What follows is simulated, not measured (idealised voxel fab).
Herein follows the process module entitled voxel gate over fins.
Square cell edge 5 nm, section width 235 nm, ID cut.
Format of a cross-section: grid, square cells. Given as bands. Order: top down. Band: one or more rows of cells. Per band: top height and bottom height in nm, followed by the left-to-right materials and their widths in nm; "edge to edge" marks a single material spanning edge to edge, "blank" marks empty space. Height is counted from the level 0, under which the received wafer is composed throughout of one material. The lowest of the bands is not closed at the bottom but continues downward, in the notation "0..down". You'd read "30->40" like this: the band's top row of cells is as wide as the first number, its bottom row is as wide as the second, and going down, every row changes width by the same amount as the row before did. It should be understood that the words "no change", when stated for a given step, signify that the cross-section underwent no change in any of its cells during that step. Enclosed voids (no open way to top), threshold 8 cells or more, entry "Enclosed void list", notation width x height at distance, distance from left edge, nm. Whatever follows a step's settings on its line is a remark the simulator itself makes about that step. Steps that use a mask can have "overlay nm" on their line. It says how far the mask sat to the right of where it was meant to be. Negative means to the left.

List of planned process steps
| 1 | op RECEIVE | material Si |
| 2 | op CONFORMAL_DEP | material SiN | thk nm 10 |
| 3 | op MASKED_ETCH | tone cover | mask id FINS | width nm 15 | pitch nm 35 | etch materials SiN | depth nm 10 | overlay nm 0 |
| 4 | op MASKED_ETCH | tone cover | mask id FINS | width nm 15 | pitch nm 35 | etch materials Si | depth nm 25 | overlay nm 0 |
| 5 | op FILL_DEP | material SiO2 | thk nm 15 |
| 6 | op CMP | height nm 10 |
| 7 | op SELECTIVE_ETCH | etch materials SiO2 | depth nm 20 |
| 8 | op STRIP | etch materials SiN |
| 9 | op CONFORMAL_DEP | material HfO2 | thk nm 5 |
| 10 | op CONFORMAL_DEP | material TiN | thk nm 5 |
| 11 | op FILL_DEP | material W | thk nm 15 |
| 12 | op CMP | height nm 20 |
| 13 | op CONFORMAL_DEP | material SiCN | thk nm 5 |
Among the wafers covered here, the point of difference is the depth nm at step 4; their starting state is shared, and the plan presents the value of the first wafer.

Cross-section of the first of several received wafers, showing its state after step 1
> 0..down | Si edge to edge
> Enclosed void list: none

Each row below is a wafer at the end of the module, listing for every material the number of cells it has gained (+) or lost (-) since it was received, followed by its closed voids
depth nm 25 | +55 HfO2 | -205 Si | +47 SiCN | +123 SiO2 | +55 TiN | +160 W | Enclosed void list: none
depth nm 30 | +55 HfO2 | -246 Si | +47 SiCN | +164 SiO2 | +55 TiN | +160 W | Enclosed void list: none
depth nm 35 | +55 HfO2 | -287 Si | +47 SiCN | +205 SiO2 | +55 TiN | +160 W | Enclosed void list: none
depth nm 40 | +55 HfO2 | -328 Si | +47 SiCN | +246 SiO2 | +55 TiN | +160 W | Enclosed void list: none
depth nm 45 | +55 HfO2 | -369 Si | +47 SiCN | +287 SiO2 | +55 TiN | +160 W | Enclosed void list: none
depth nm 50 | +55 HfO2 | -410 Si | +47 SiCN | +328 SiO2 | +55 TiN | +160 W | Enclosed void list: none
